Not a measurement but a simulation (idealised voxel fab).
process module | voxel self aligned vias
cross-section cut | 220 nm wide | cells 5 nm
A cross-section is a grid of square cells, given in bands from the top down. A band is one or more rows of cells.
Each band's line starts with the height of the band's top and of its bottom, in nm. Then come its materials from left to right, each with its width in nm. One material with "throughout" fills the band from edge to edge. "air" is empty space.
Height 0 is the level under which the wafer as received is all one material. The lowest band goes on downwards, as in "0 down".
A width such as "30 to 40" changes by the same amount from each row of cells to the next, from the band's top row to its bottom row.
"no change" after a step means that no cell of the cross-section changed.
closed voids: empty space of 8 cells or more with no open way to the top, each as width x height at its distance from the left edge, in nm
after a step's settings: what the simulator itself notes on the step
overlay nm, on a step with a mask: how far to the right of its planned place the mask lay; to the left if negative
plan
1 op RECEIVE | material Si
2 op CONFORMAL_DEP | material SiO2 | thk nm 10
3 op CONFORMAL_DEP | material SiCN | thk nm 5
4 op DIRECTIONAL_DEP | material lowk | thk nm 20
5 op PATTERN | tone open | mask id LINES | material resist | width nm 25 | pitch nm 70 | thk nm 20 | overlay nm 0
6 op DIRECTIONAL_ETCH | etch materials lowk | depth nm 20
7 op STRIP | etch materials resist
8 op CONFORMAL_DEP | material TiN | thk nm 5
9 op FILL_DEP | material Ru | thk nm 5
10 op CMP | height nm 35
11 op SELECTIVE_ETCH | etch materials W Ru TiN | depth nm 10
12 op FILL_DEP | material SiN | thk nm 5
13 op CMP | height nm 35
14 op DIRECTIONAL_DEP | material lowk | thk nm 20
15 op DIRECTIONAL_DEP | material aC | thk nm 10
16 op PATTERN | tone open | mask id VIAS | material resist | width nm 45 | pitch nm 70 | thk nm 25 | overlay nm 0
17 op DIRECTIONAL_ETCH | etch materials aC | depth nm 10
18 op STRIP | etch materials resist
19 op DIRECTIONAL_ETCH | etch materials lowk | depth nm 20
20 op DIRECTIONAL_ETCH | etch materials SiN | depth nm 10
21 op STRIP | etch materials aC
22 op CONFORMAL_DEP | material TiN | thk nm 5
23 op FILL_DEP | material Ru | thk nm 10
24 op CMP | height nm 55
25 op CONFORMAL_DEP | material SiCN | thk nm 5
first wafer, as planned
as received, after step 1
  0 down: Si throughout
  closed voids: none
after step 2
  10 to 0: SiO2 throughout
  below 0: unchanged
after step 3
  15 to 10: SiCN throughout
  below 10: unchanged
after step 4
  35 to 15: lowk throughout
  below 15: unchanged
after step 5
  55 to 35: resist 60 | air 25 | resist 45 | air 25 | resist 65
  below 35: unchanged
after step 6
  55 to 35: resist 60 | air 25 | resist 45 | air 25 | resist 65
  35 to 15: lowk 60 | air 25 | lowk 45 | air 25 | lowk 65
  below 15: unchanged
after step 7
  35 to 15: lowk 60 | air 25 | lowk 45 | air 25 | lowk 65
  below 15: unchanged
after step 8
  40 to 35: TiN 65 | air 15 | TiN 55 | air 15 | TiN 70
  35 to 20: lowk 60 | TiN 5 | air 15 | TiN 5 | lowk 45 | TiN 5 | air 15 | TiN 5 | lowk 65
  20 to 15: lowk 60 | TiN 25 | lowk 45 | TiN 25 | lowk 65
  below 15: unchanged
after step 9
  45 to 40: Ru throughout
  40 to 35: TiN 65 | Ru 15 | TiN 55 | Ru 15 | TiN 70
  35 to 20: lowk 60 | TiN 5 | Ru 15 | TiN 5 | lowk 45 | TiN 5 | Ru 15 | TiN 5 | lowk 65
  below 20: unchanged
after step 10
  35 to 20: lowk 60 | TiN 5 | Ru 15 | TiN 5 | lowk 45 | TiN 5 | Ru 15 | TiN 5 | lowk 65
  below 20: unchanged
after step 11
  35 to 25: lowk 60 | air 25 | lowk 45 | air 25 | lowk 65
  below 25: unchanged
after step 12
  40 to 35: SiN throughout
  35 to 25: lowk 60 | SiN 25 | lowk 45 | SiN 25 | lowk 65
  below 25: unchanged
after step 13
  35 to 25: lowk 60 | SiN 25 | lowk 45 | SiN 25 | lowk 65
  below 25: unchanged
after step 14
  55 to 35: lowk throughout
  below 35: unchanged
after step 15
  65 to 55: aC throughout
  below 55: unchanged
after step 16
  90 to 65: resist 50 | air 45 | resist 25 | air 45 | resist 55
  below 65: unchanged
after step 17
  80 to 65: resist 50 | air 45 | resist 25 | air 45 | resist 55
  65 to 55: aC 50 | air 45 | aC 25 | air 45 | aC 55
  below 55: unchanged
after step 18
  65 to 55: aC 50 | air 45 | aC 25 | air 45 | aC 55
  below 55: unchanged
after step 19
  65 to 55: aC 50 | air 45 | aC 25 | air 45 | aC 55
  55 to 35: lowk 50 | air 45 | lowk 25 | air 45 | lowk 55
  below 35: unchanged
after step 20
  65 to 55: aC 50 | air 45 | aC 25 | air 45 | aC 55
  55 to 35: lowk 50 | air 45 | lowk 25 | air 45 | lowk 55
  35 to 25: lowk 60 | air 25 | lowk 45 | air 25 | lowk 65
  below 25: unchanged
after step 21
  55 to 35: lowk 50 | air 45 | lowk 25 | air 45 | lowk 55
  below 35: unchanged
after step 22
  60 to 55: TiN 55 | air 35 | TiN 35 | air 35 | TiN 60
  55 to 40: lowk 50 | TiN 5 | air 35 | TiN 5 | lowk 25 | TiN 5 | air 35 | TiN 5 | lowk 55
  40 to 30: lowk 50 to 60 | TiN 15 to 5 | air 15 | TiN 15 to 5 | lowk 25 to 45 | TiN 15 to 5 | air 15 | TiN 15 to 5 | lowk 55 to 65
  30 to 25: lowk 60 | TiN 25 | lowk 45 | TiN 25 | lowk 65
  below 25: unchanged
after step 23
  70 to 60: Ru throughout
  60 to 55: TiN 55 | Ru 35 | TiN 35 | Ru 35 | TiN 60
  55 to 40: lowk 50 | TiN 5 | Ru 35 | TiN 5 | lowk 25 | TiN 5 | Ru 35 | TiN 5 | lowk 55
  40 to 30: lowk 50 to 60 | TiN 15 to 5 | Ru 15 | TiN 15 to 5 | lowk 25 to 45 | TiN 15 to 5 | Ru 15 | TiN 15 to 5 | lowk 55 to 65
  below 30: unchanged
after step 24
  55 to 40: lowk 50 | TiN 5 | Ru 35 | TiN 5 | lowk 25 | TiN 5 | Ru 35 | TiN 5 | lowk 55
  below 40: unchanged
after step 25
  60 to 55: SiCN throughout
  below 55: unchanged
second wafer: like start, like plan, one mistake. Through step 15 it matches the first wafer
when step 16 should have ended
  90 to 65: resist 45 | air 45 | resist 25 | air 45 | resist 60
  below 65: unchanged
when step 17 should have ended
  80 to 65: resist 45 | air 45 | resist 25 | air 45 | resist 60
  65 to 55: aC 45 | air 45 | aC 25 | air 45 | aC 60
  below 55: unchanged
when step 18 should have ended
  65 to 55: aC 45 | air 45 | aC 25 | air 45 | aC 60
  below 55: unchanged
when step 19 should have ended
  65 to 55: aC 45 | air 45 | aC 25 | air 45 | aC 60
  55 to 35: lowk 45 | air 45 | lowk 25 | air 45 | lowk 60
  below 35: unchanged
when step 20 should have ended
  65 to 55: aC 45 | air 45 | aC 25 | air 45 | aC 60
  55 to 35: lowk 45 | air 45 | lowk 25 | air 45 | lowk 60
  35 to 25: lowk 60 | air 25 | lowk 45 | air 25 | lowk 65
  below 25: unchanged
when step 21 should have ended
  55 to 35: lowk 45 | air 45 | lowk 25 | air 45 | lowk 60
  below 35: unchanged
when step 22 should have ended
  60 to 55: TiN 50 | air 35 | TiN 35 | air 35 | TiN 65
  55 to 40: lowk 45 | TiN 5 | air 35 | TiN 5 | lowk 25 | TiN 5 | air 35 | TiN 5 | lowk 60
  40 to 30: lowk 45 to 60 | TiN 20 to 5 | air 15 | TiN 10 to 5 | lowk 25 to 45 | TiN 20 to 5 | air 15 | TiN 10 to 5 | lowk 60 to 65
  30 to 25: lowk 60 | TiN 25 | lowk 45 | TiN 25 | lowk 65
  below 25: unchanged
when step 23 should have ended
  70 to 60: Ru throughout
  60 to 55: TiN 50 | Ru 35 | TiN 35 | Ru 35 | TiN 65
  55 to 40: lowk 45 | TiN 5 | Ru 35 | TiN 5 | lowk 25 | TiN 5 | Ru 35 | TiN 5 | lowk 60
  40 to 30: lowk 45 to 60 | TiN 20 to 5 | Ru 15 | TiN 10 to 5 | lowk 25 to 45 | TiN 20 to 5 | Ru 15 | TiN 10 to 5 | lowk 60 to 65
  below 30: unchanged
when step 24 should have ended
  55 to 40: lowk 45 | TiN 5 | Ru 35 | TiN 5 | lowk 25 | TiN 5 | Ru 35 | TiN 5 | lowk 60
  below 40: unchanged
when step 25 should have ended
  60 to 55: SiCN throughout
  below 55: unchanged
what went wrong: step 16 ran as: op PATTERN | tone open | mask id VIAS | material resist | width nm 45 | pitch nm 70 | thk nm 25 | overlay nm -5
at the end the second wafer has, in cells: as many of each material as the first, in other places
